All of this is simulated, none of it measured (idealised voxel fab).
process module | voxel gate over fins
cross-section cut | 185 nm wide | cells 5 nm
A cross-section is a grid of square cells, given in bands from the top down. A band is one or more rows of cells.
Each band's line starts with the height of the band's top and of its bottom, in nm. Then come its materials from left to right, each with its width in nm. One material with "throughout" fills the band from edge to edge. "air" is empty space.
Height 0 is the level under which the wafer as received is all one material. The lowest band goes on downwards, as in "0 down".
A width such as "30 to 40" changes by the same amount from each row of cells to the next, from the band's top row to its bottom row.
"no change" after a step means that no cell of the cross-section changed.
closed voids: empty space of 8 cells or more with no open way to the top, each as width x height at its distance from the left edge, in nm
after a step's settings: what the simulator itself notes on the step
overlay nm, on a step with a mask: how far to the right of its planned place the mask lay; to the left if negative
plan
1 op RECEIVE | material Si
2 op CONFORMAL_DEP | material SiN | thk nm 5
3 op DIRECTIONAL_DEP | material aC | thk nm 15
4 op PATTERN | tone cover | mask id FINS | material resist | width nm 15 | pitch nm 45 | thk nm 35 | overlay nm 0
5 op DIRECTIONAL_ETCH | etch materials aC | depth nm 15
6 op STRIP | etch materials resist
7 op DIRECTIONAL_ETCH | etch materials SiN | depth nm 5
8 op DIRECTIONAL_ETCH | etch materials Si | depth nm 30
9 op STRIP | etch materials aC
10 op OXIDIZE | depth nm 5
11 op FILL_DEP | material SiO2 | thk nm 5
12 op CMP | height nm 5
13 op SELECTIVE_ETCH | etch materials SiO2 | depth nm 20
14 op STRIP | etch materials SiN
15 op CONFORMAL_DEP | material HfO2 | thk nm 5
16 op CONFORMAL_DEP | material TiN | thk nm 5
17 op FILL_DEP | material W | thk nm 15
18 op CMP | height nm 20
19 op CONFORMAL_DEP | material SiCN | thk nm 5
as received, after step 1
  0 down: Si throughout
  closed voids: none
first wafer at the end, as planned
  25 to 20: SiCN throughout
  20 to 10: W throughout
  10 to 5: W 35 | TiN 25 | W 20 | TiN 25 | W 20 | TiN 25 | W 35
  5 to 0: W 35 | TiN 5 | HfO2 15 | TiN 5 | W 20 | TiN 5 | HfO2 15 | TiN 5 | W 20 | TiN 5 | HfO2 15 | TiN 5 | W 35
  0 to -5: W 35 | TiN 5 | HfO2 5 | Si 5 | HfO2 5 | TiN 5 | W 20 | TiN 5 | HfO2 5 | Si 5 | HfO2 5 | TiN 5 | W 20 | TiN 5 | HfO2 5 | Si 5 | HfO2 5 | TiN 5 | W 35
  -5 to -10: TiN 40 | HfO2 5 | Si 5 | HfO2 5 | TiN 30 | HfO2 5 | Si 5 | HfO2 5 | TiN 30 | HfO2 5 | Si 5 | HfO2 5 | TiN 40
  -10 to -15: HfO2 45 | Si 5 | HfO2 40 | Si 5 | HfO2 40 | Si 5 | HfO2 45
  -15 to -35: SiO2 45 | Si 5 | SiO2 40 | Si 5 | SiO2 40 | Si 5 | SiO2 45
  -35 down: Si throughout
  closed voids: none
second wafer at the end: like start, like plan, one mistake
  25 to 20: SiCN throughout
  20 to 10: W throughout
  10 to 5: W 35 | TiN 25 | W 20 | TiN 25 | W 20 | TiN 25 | W 35
  5 to 0: W 35 | TiN 5 | HfO2 15 | TiN 5 | W 20 | TiN 5 | HfO2 15 | TiN 5 | W 20 | TiN 5 | HfO2 15 | TiN 5 | W 35
  0 to -25: W 35 | TiN 5 | HfO2 5 | Si 5 | HfO2 5 | TiN 5 | W 20 | TiN 5 | HfO2 5 | Si 5 | HfO2 5 | TiN 5 | W 20 | TiN 5 | HfO2 5 | Si 5 | HfO2 5 | TiN 5 | W 35
  -25 to -30: TiN 40 | HfO2 5 | Si 5 | HfO2 5 | TiN 30 | HfO2 5 | Si 5 | HfO2 5 | TiN 30 | HfO2 5 | Si 5 | HfO2 5 | TiN 40
  -30 to -35: HfO2 45 | Si 5 | HfO2 40 | Si 5 | HfO2 40 | Si 5 | HfO2 45
  -35 down: Si throughout
  closed voids: none
what went wrong: step 13 was run twice
at the end the second wafer has, in cells: 24 more of HfO2 | 136 fewer of SiO2 | 24 more of TiN | 88 more of W
